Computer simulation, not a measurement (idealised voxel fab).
Process module name: voxel released beams
The cross-section shown here is cut; it is 295 nm wide and divided into square cells measuring 5 nm on a side.
A cross-section is written here as square cells arranged in a grid, and it is given in bands from the top down, each band taking up one or more rows of cells.
Top, bottom (nm), then materials left to right with widths (nm); lone material tagged "all across" fills the whole band edge to edge; "air" = empty space.
A quick word on heights: they are counted from 0, and under that level the wafer as it came to us is one material throughout. The lowest band is different from the rest in having no bottom; it simply continues downward, written as in "0 nm and below".
The width entry "30->40" should be interpreted row by row: the top row of cells in the band takes the first number, the bottom row takes the second number, and the change between adjacent rows is uniform throughout.
What does "nothing different" mean for a step? It means no cell of the cross-section changed in that step.
"Encapsulated voids" contains a list of empty spaces, each no smaller than 8 cells and without an open way to the top, written in the form width x height at distance with the distance from the left edge and all three in nm.
Post-settings text on a step line: simulator's own remark regarding the step.
overlay nm: mask right of planned place by this much (step with mask). Neg. = left.
Process steps foreseen in the plan
1 RECEIVE (material Si)
2 CONFORMAL_DEP (material Al2O3; thk nm 5)
3 DIRECTIONAL_DEP (material SiO2; thk nm 20)
4 MASKED_ETCH (tone open; mask id ANCHOR; width nm 35; etch materials SiO2; depth nm 20; overlay nm 0)
5 CONFORMAL_DEP (material SiN; thk nm 10)
6 DIRECTIONAL_DEP (material aC; thk nm 15)
7 PATTERN (tone cover; mask id BEAM; material resist; width nm 110; thk nm 30; overlay nm 0)
8 DIRECTIONAL_ETCH (etch materials aC; depth nm 15)
9 STRIP (etch materials resist)
10 DIRECTIONAL_ETCH (etch materials SiN; depth nm 10)
11 STRIP (etch materials aC)
12 STRIP (etch materials SiO2)
Shown in cross-section is the wafer as received, that is, as it stands after step 1
	0 nm and below  Si all across
	Encapsulated voids: none
Cross-section taken at module completion on the first of two wafers; processed per the plan
	35 nm to 25 nm  90 air | 15 SiN | 15 air | 80 SiN | 95 air
	25 nm to 15 nm  95 air | 10 SiN | 15 air | 10 SiN | 165 air
	15 nm to 5 nm  95 air | 35 SiN | 165 air
	5 nm to 0 nm  Al2O3 all across
	0 nm and below  Si all across
	Encapsulated voids: none
This cross-section belongs to the second wafer of two at the end of the module; the start and the plan were shared with the first, and the run included one mistake
	35 nm to 25 nm  105 Al2O3 | 15 air | 175 Al2O3
	25 nm to 15 nm  95 SiO2 | 10 Al2O3 | 15 air | 10 Al2O3 | 165 SiO2
	15 nm to 5 nm  95 SiO2 | 35 Al2O3 | 165 SiO2
	5 nm to 0 nm  Al2O3 all across
	0 nm and below  Si all across
	Encapsulated voids: none
Which mistake was made when the wafer was run? step 5 was run on a setting that differed from the plan, and what really ran there is CONFORMAL_DEP (material Al2O3; thk nm 10)
In the final state, the cell counts of the second wafer exceed or fall short of those of the first for the following materials: Al2O3 +134; SiN -60; SiO2 +208
